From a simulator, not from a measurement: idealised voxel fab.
The document below concerns the process module designated voxel fin reveal.
We display cut, a cross-section 170 nm in width whose square cells are each 5 nm.
Bands, listed from the top down, are how a cross-section gets written in this document; the cross-section itself is a grid of square cells, and a band is one or more rows of them.
Band: top and bottom heights (nm) first, top before bottom; then materials from left to right, widths in nm. "full width" marks a sole material filling the band edge to edge. "air" denotes empty space.
Beneath 0, the wafer as received is one material, and that level is where height counting begins. The lowest band goes on downward without a bottom; it is written like "from 0 down".
A width given as "30..40" starts at the first number in the band's top row and ends at the second number in its bottom row, shifting by an equal amount at every step from row to row.
Where a step carries "remained the same", the cross-section came out of it unchanged, cell for cell.
Basically, "Catalogued sealed voids" tells you about the enclosed voids: empty spaces with no open way to the top, 8 cells or bigger, each written width x height at distance, where distance is from the left edge, all in nm.
The remark found on a step's line after its settings is issued by the simulator itself and pertains to that step.
Each step line may optionally specify "overlay nm", which for a step with a mask gives the rightward distance between the mask's planned place and where it lay, a negative value indicating the leftward direction.
**Intended process steps**
1) RECEIVE, material Si
2) CONFORMAL_DEP, material SiN, thk nm 5
3) MASKED_ETCH, tone cover, mask id FINS, width nm 15, pitch nm 35, etch materials SiN, depth nm 5, overlay nm 0
4) MASKED_ETCH, tone cover, mask id FINS, width nm 15, pitch nm 35, etch materials Si, depth nm 35, overlay nm 0
5) FILL_DEP, material SiO2, thk nm 10
6) CMP, height nm 5
7) SELECTIVE_ETCH, etch materials SiO2, depth nm 30
8) STRIP, etch materials SiN
9) CONFORMAL_DEP, material SiO2, thk nm 5
**Incoming wafer, cross-sectional view, post step 1**
    from 0 down | Si full width
    Catalogued sealed voids: none
**First wafer of two, sectioned at end of module; run went per plan**
    from 5 to 0 | air 35 nm  SiO2 25 nm  air 10 nm  SiO2 25 nm  air 10 nm  SiO2 25 nm  air 40 nm
    from 0 to -20 | air 35 nm  SiO2 5 nm  Si 15 nm  SiO2 5 nm  air 10 nm  SiO2 5 nm  Si 15 nm  SiO2 5 nm  air 10 nm  SiO2 5 nm  Si 15 nm  SiO2 5 nm  air 40 nm
    from -20 to -35 | SiO2 40 nm  Si 15 nm  SiO2 20 nm  Si 15 nm  SiO2 20 nm  Si 15 nm  SiO2 45 nm
    from -35 down | Si full width
    Catalogued sealed voids: none
**Cross-sectional view of the second of two wafers upon completion of the module. This wafer shared its starting condition and process plan with the first; one error was made during its execution**
    from 0 to -25 | air 40 nm  Si 15 nm  air 20 nm  Si 15 nm  air 20 nm  Si 15 nm  air 45 nm
    from -25 to -35 | SiO2 40 nm  Si 15 nm  SiO2 20 nm  Si 15 nm  SiO2 20 nm  Si 15 nm  SiO2 45 nm
    from -35 down | Si full width
    Catalogued sealed voids: none
In executing the process, a mistake was made relative to the plan: step 9 of the plan was jumped over and never run
Final wafer comparison in cells, second versus first, more or fewer per material: -64 SiO2
